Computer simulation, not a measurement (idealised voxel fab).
The following is a process module called voxel wiring stack.
270 nm wide, 5 nm square cells: that's cross-section cut.
Reading order for cross-sections: top band down to bottom band. Underlying form: a grid of square cells. Band size: one or more rows of cells.
Top height, bottom height, nm. Materials left to right, width each, nm. Single material + "everywhere" = fills band edge to edge. "blank" = empty.
Where do heights start? At 0: under that level the wafer as delivered is made of one material only. And the lowest band has no floor; it just carries on downward, as in "0 and below".
Width "30..40": first value at the band's top row of cells, second value at its bottom row, equal change from row to row.
Step note "no alteration" = no cross-section cell changed.
The entry "Closed void listing" lists the empty spaces that cover at least 8 cells and have no open path to the top. Each is written as width x height at distance, where the distance is measured from the left edge and all three values are in nm.
Anything after a step's settings on that line? It's the simulator's own note about the step.
Regarding "overlay nm": on a step with a mask, it is the distance the mask lay to the right of its planned place; a negative value places it to the left.
These are the steps we planned for the process:
- 1: op RECEIVE | material Si
- 2: op CONFORMAL_DEP | material SiO2 | thk nm 15
- 3: op CONFORMAL_DEP | material SiCN | thk nm 5
- 4: op DIRECTIONAL_DEP | material SiO2 | thk nm 15
- 5: op PATTERN | tone open | mask id METAL_1 | material resist | width nm 20 | pitch nm 45 | thk nm 15 | overlay nm 0
- 6: op DIRECTIONAL_ETCH | etch materials SiO2 | depth nm 15
- 7: op DIRECTIONAL_ETCH | etch materials SiCN | depth nm 5
- 8: op STRIP | etch materials resist
- 9: op CONFORMAL_DEP | material TiN | thk nm 5
- 10: op FILL_DEP | material Cu | thk nm 10
- 11: op CMP | height nm 35
- 12: op CONFORMAL_DEP | material SiCN | thk nm 5
- 13: op DIRECTIONAL_DEP | material SiO2 | thk nm 35
- 14: op PATTERN | tone open | mask id METAL_2_HOLES | material resist | width nm 15 | pitch nm 90 | thk nm 15 | overlay nm 0
- 15: op DIRECTIONAL_ETCH | etch materials SiO2 | depth nm 35
- 16: op STRIP | etch materials resist
- 17: op PATTERN | tone open | mask id METAL_2 | material resist | width nm 20 | pitch nm 45 | thk nm 15 | overlay nm 0
- 18: op DIRECTIONAL_ETCH | etch materials SiO2 | depth nm 20
- 19: op DIRECTIONAL_ETCH | etch materials SiCN | depth nm 5
- 20: op STRIP | etch materials resist
- 21: op CONFORMAL_DEP | material TiN | thk nm 5
- 22: op FILL_DEP | material Cu | thk nm 5
- 23: op CMP | height nm 75
- 24: op CONFORMAL_DEP | material SiCN | thk nm 5
Cross-section of the wafer at receipt, which is the condition after step 1:
- 0 and below = Si everywhere
- Closed void listing: none
Starting wafer: above. Plan: above. Run: one mistake. Cross-section after the module: below:
- 80 down to 75 = SiCN everywhere
- 75 down to 60 = 80 SiO2; 5 TiN; 10 Cu; 5 TiN; 25 SiO2; 5 TiN; 10 Cu; 5 TiN; 25 SiO2; 5 TiN; 10 Cu; 5 TiN; 80 SiO2
- 60 down to 55 = 80 SiO2; 5 TiN; 5 Cu; 10 TiN; 25 SiO2; 20 TiN; 25 SiO2; 5 TiN; 5 Cu; 10 TiN; 80 SiO2
- 55 down to 40 = 80 SiO2; 5 TiN; 5 Cu; 5 TiN; 75 SiO2; 5 TiN; 5 Cu; 5 TiN; 85 SiO2
- 40 down to 35 = 80 SiCN; 15 TiN; 75 SiCN; 15 TiN; 85 SiCN
- 35 down to 30 = Cu everywhere
- 30 down to 25 = 85 TiN; 10 Cu; 35 TiN; 10 Cu; 35 TiN; 10 Cu; 85 TiN
- 25 down to 20 = 80 SiO2; 5 TiN; 10 Cu; 5 TiN; 25 SiO2; 5 TiN; 10 Cu; 5 TiN; 25 SiO2; 5 TiN; 10 Cu; 5 TiN; 80 SiO2
- 20 down to 15 = 80 SiCN; 20 TiN; 25 SiCN; 20 TiN; 25 SiCN; 20 TiN; 80 SiCN
- 15 down to 0 = SiO2 everywhere
- 0 and below = Si everywhere
- Closed void listing: none
Against the plan, the run slipped here: not per plan at step 4, really ran op DIRECTIONAL_DEP | material SiO2 | thk nm 5
